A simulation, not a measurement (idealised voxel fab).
Process module under the name voxel transistor to metal
The cross-section on display is named cut; it measures 200 nm wide, and its cells are 5 nm squares.
Bands, listed from the top down, are how a cross-section gets written in this document; the cross-section itself is a grid of square cells, and a band is one or more rows of them.
For a band, the entry starts with two heights in nm, that of the top and then that of the bottom, and carries on with the band's materials in order from left to right, each alongside its width in nm; the word "everywhere" beside a single material means it fills the band edge to edge, and "blank" means empty space.
Counting heights begins at 0, where everything beneath is, in the wafer as received, one material. The lowest band has no bottom; it goes on downwards, as "0 and below" shows.
Note: "30..40" means the width goes from the first number (top row of the band) to the second number (bottom row) in equal steps per row of cells.
The designation "no change", where it is given for a processing step, indicates that no cell of the cross-section was altered in the course of that step.
Any empty space of 8 cells or more lacking an open way to the top shows up in "Enclosed cavity list" as width x height at distance, distance from the left edge, in nm.
Past the settings on a step's line: simulator remark, on that step.
overlay nm, on a step with a mask: how far to the right of its planned place the mask lay; to the left if negative

-- So here's the lineup of process steps we planned
1,RECEIVE, material Si
2,CONFORMAL_DEP, material SiO2, thk nm 5
3,CONFORMAL_DEP, material SiN, thk nm 15
4,DIRECTIONAL_DEP, material aC, thk nm 10
5,PATTERN, tone cover, mask id ACTIVE, material resist, width nm 110, thk nm 25, overlay nm 0
6,DIRECTIONAL_ETCH, etch materials aC, depth nm 10
7,STRIP, etch materials resist
8,DIRECTIONAL_ETCH, etch materials SiN, depth nm 15
9,DIRECTIONAL_ETCH, etch materials SiO2, depth nm 5
10,DIRECTIONAL_ETCH, etch materials Si, depth nm 25
11,STRIP, etch materials aC
12,FILL_DEP, material SiO2, thk nm 10
13,CMP, height nm 20
14,SELECTIVE_ETCH, etch materials SiO2, depth nm 5
15,STRIP, etch materials SiN
16,SELECTIVE_ETCH, etch materials SiO2, depth nm 5
17,OXIDIZE, depth nm 5
18,DIRECTIONAL_DEP, material polySi, thk nm 20
19,DIRECTIONAL_DEP, material SiCN, thk nm 10
20,MASKED_ETCH, tone cover, mask id GATE, width nm 20, etch materials SiCN, depth nm 20, overlay nm -5
21,MASKED_ETCH, tone cover, mask id GATE, width nm 20, etch materials polySi, depth nm 30, overlay nm 0
22,CONFORMAL_DEP, material SiO2, thk nm 5
23,DIRECTIONAL_ETCH, etch materials SiO2, depth nm 5
24,CONFORMAL_DEP, material SiN, thk nm 5
25,DIRECTIONAL_ETCH, etch materials SiN, depth nm 5
26,DIRECTIONAL_ETCH, etch materials SiO2, depth nm 5
27,DIRECTIONAL_ETCH, etch materials Si, depth nm 5
28,EPI, material pSi, thk nm 5
29,FILL_DEP, material SiO2, thk nm 5
30,CMP, height nm 30
31,DIRECTIONAL_DEP, material SiO2, thk nm 15
32,PATTERN, tone open, mask id CONTACT, material resist, width nm 20, pitch nm 80, thk nm 20, overlay nm 0
33,DIRECTIONAL_ETCH, etch materials SiO2, depth nm 50
34,STRIP, etch materials resist
35,CONFORMAL_DEP, material TiN, thk nm 5
36,FILL_DEP, material W, thk nm 10
37,CMP, height nm 45
38,DIRECTIONAL_DEP, material TiN, thk nm 5
39,DIRECTIONAL_DEP, material Ru, thk nm 15
40,MASKED_ETCH, tone cover, mask id METAL_1, width nm 20, pitch nm 80, etch materials Ru, depth nm 15, overlay nm 0
41,MASKED_ETCH, tone cover, mask id METAL_1, width nm 20, pitch nm 80, etch materials TiN, depth nm 5, overlay nm 0
42,FILL_DEP, material lowk, thk nm 10
43,CMP, height nm 65
44,CONFORMAL_DEP, material SiCN, thk nm 5
45,DIRECTIONAL_DEP, material lowk, thk nm 35
46,PATTERN, tone open, mask id METAL_2_HOLES, material resist, width nm 15, pitch nm 80, thk nm 20, overlay nm 0
47,DIRECTIONAL_ETCH, etch materials lowk, depth nm 35
48,STRIP, etch materials resist
49,PATTERN, tone open, mask id METAL_2, material resist, width nm 20, pitch nm 80, thk nm 20, overlay nm 0
50,DIRECTIONAL_ETCH, etch materials lowk, depth nm 20
51,DIRECTIONAL_ETCH, etch materials SiCN, depth nm 5
52,STRIP, etch materials resist
53,CONFORMAL_DEP, material TiN, thk nm 5
54,FILL_DEP, material Ru, thk nm 10
55,CMP, height nm 105
56,CONFORMAL_DEP, material SiCN, thk nm 5
All wafers enter the flow in the same state. The overlay nm at step 20 differs from wafer to wafer, and the plan gives the value for the first wafer.

-- First wafer of several, as received: cross-section after step 1
> 0 and below | Si everywhere
> Enclosed cavity list: none

-- Cross-section, first of several wafers, end of module, after last step 56
> 110 down to 105 | SiCN everywhere
> 105 down to 90 | 50 of lowk / 5 of TiN / 10 of Ru / 5 of TiN / 60 of lowk / 5 of TiN / 10 of Ru / 5 of TiN / 50 of lowk
> 90 down to 85 | 50 of lowk / 5 of TiN / 5 of Ru / 10 of TiN / 60 of lowk / 5 of TiN / 5 of Ru / 10 of TiN / 50 of lowk
> 85 down to 70 | 50 of lowk / 5 of TiN / 5 of Ru / 5 of TiN / 65 of lowk / 5 of TiN / 5 of Ru / 5 of TiN / 55 of lowk
> 70 down to 65 | 50 of SiCN / 15 of TiN / 65 of SiCN / 15 of TiN / 55 of SiCN
> 65 down to 50 | 50 of lowk / 20 of Ru / 60 of lowk / 20 of Ru / 50 of lowk
> 50 down to 45 | 50 of lowk / 20 of TiN / 60 of lowk / 20 of TiN / 50 of lowk
> 45 down to 30 | 50 of SiO2 / 5 of TiN / 10 of W / 5 of TiN / 60 of SiO2 / 5 of TiN / 10 of W / 5 of TiN / 50 of SiO2
> 30 down to 20 | 50 of SiO2 / 5 of TiN / 10 of W / 5 of TiN / 5 of SiO2 / 5 of SiN / 5 of SiO2 / 20 of SiCN / 5 of SiO2 / 5 of SiN / 15 of SiO2 / 5 of TiN / 10 of W / 5 of TiN / 50 of SiO2
> 20 down to 10 | 50 of SiO2 / 5 of TiN / 10 of W / 5 of TiN / 5 of SiO2 / 5 of SiN / 5 of SiO2 / 25 of polySi / 5 of SiO2 / 5 of SiN / 10 of SiO2 / 5 of TiN / 10 of W / 5 of TiN / 50 of SiO2
> 10 down to 0 | 45 of SiO2 / 5 of SiN / 5..10 of TiN / 10..5 of W / 5 of TiN / 5 of SiO2 / 5 of SiN / 5 of SiO2 / 25 of polySi / 5 of SiO2 / 5 of SiN / 10 of SiO2 / 5 of TiN / 10..5 of W / 5..10 of TiN / 5 of SiN / 45 of SiO2
> 0 down to -5 | 50 of SiO2 / 5 of pSi / 15 of TiN / 5 of pSi / 45 of SiO2 / 5 of pSi / 5 of SiO2 / 15 of TiN / 5 of pSi / 50 of SiO2
> -5 down to -10 | 45 of SiO2 / 5 of Si / 25 of pSi / 45 of Si / 30 of pSi / 5 of Si / 45 of SiO2
> -10 down to -25 | 45 of SiO2 / 110 of Si / 45 of SiO2
> -25 and below | Si everywhere
> Enclosed cavity list: none

-- Cross-sectional view of the final wafer of several at the module's end
> 110 down to 105 | SiCN everywhere
> 105 down to 90 | 50 of lowk / 5 of TiN / 10 of Ru / 5 of TiN / 60 of lowk / 5 of TiN / 10 of Ru / 5 of TiN / 50 of lowk
> 90 down to 85 | 50 of lowk / 5 of TiN / 5 of Ru / 10 of TiN / 60 of lowk / 5 of TiN / 5 of Ru / 10 of TiN / 50 of lowk
> 85 down to 70 | 50 of lowk / 5 of TiN / 5 of Ru / 5 of TiN / 65 of lowk / 5 of TiN / 5 of Ru / 5 of TiN / 55 of lowk
> 70 down to 65 | 50 of SiCN / 15 of TiN / 65 of SiCN / 15 of TiN / 55 of SiCN
> 65 down to 50 | 50 of lowk / 20 of Ru / 60 of lowk / 20 of Ru / 50 of lowk
> 50 down to 45 | 50 of lowk / 20 of TiN / 60 of lowk / 20 of TiN / 50 of lowk
> 45 down to 30 | 50 of SiO2 / 5 of TiN / 10 of W / 5 of TiN / 60 of SiO2 / 5 of TiN / 10 of W / 5 of TiN / 50 of SiO2
> 30 down to 20 | 50 of SiO2 / 5 of TiN / 10 of W / 5 of TiN / 15 of SiO2 / 5 of SiN / 5 of SiO2 / 20 of SiCN / 5 of SiO2 / 5 of SiN / 5 of SiO2 / 5 of TiN / 10 of W / 5 of TiN / 50 of SiO2
> 20 down to 10 | 50 of SiO2 / 5 of TiN / 10 of W / 5 of TiN / 10 of SiO2 / 5 of SiN / 5 of SiO2 / 25 of polySi / 5 of SiO2 / 5 of SiN / 5 of SiO2 / 5 of TiN / 10 of W / 5 of TiN / 50 of SiO2
> 10 down to 0 | 45 of SiO2 / 5 of SiN / 5..10 of TiN / 10..5 of W / 5 of TiN / 10 of SiO2 / 5 of SiN / 5 of SiO2 / 25 of polySi / 5 of SiO2 / 5 of SiN / 5 of SiO2 / 5 of TiN / 10..5 of W / 5..10 of TiN / 5 of SiN / 45 of SiO2
> 0 down to -5 | 50 of SiO2 / 5 of pSi / 15 of TiN / 5 of SiO2 / 5 of pSi / 45 of SiO2 / 5 of pSi / 15 of TiN / 5 of pSi / 50 of SiO2
> -5 down to -10 | 45 of SiO2 / 5 of Si / 30 of pSi / 45 of Si / 25 of pSi / 5 of Si / 45 of SiO2
> -10 down to -25 | 45 of SiO2 / 110 of Si / 45 of SiO2
> -25 and below | Si everywhere
> Enclosed cavity list: none

-- Per wafer (row), end of module: delta in cells per material since receipt, (+) for gained, (-) for lost; closed voids after that
overlay nm -5 | +44 Ru | -123 Si | +82 SiCN | +16 SiN | +346 SiO2 | +88 TiN | +34 W | +358 lowk | +15 pSi | +20 polySi | Enclosed cavity list: none
overlay nm 0 | +44 Ru | -124 Si | +82 SiCN | +16 SiN | +350 SiO2 | +88 TiN | +34 W | +358 lowk | +16 pSi | +16 polySi | Enclosed cavity list: none
overlay nm 5 | +44 Ru | -123 Si | +82 SiCN | +16 SiN | +346 SiO2 | +88 TiN | +34 W | +358 lowk | +15 pSi | +20 polySi | Enclosed cavity list: none
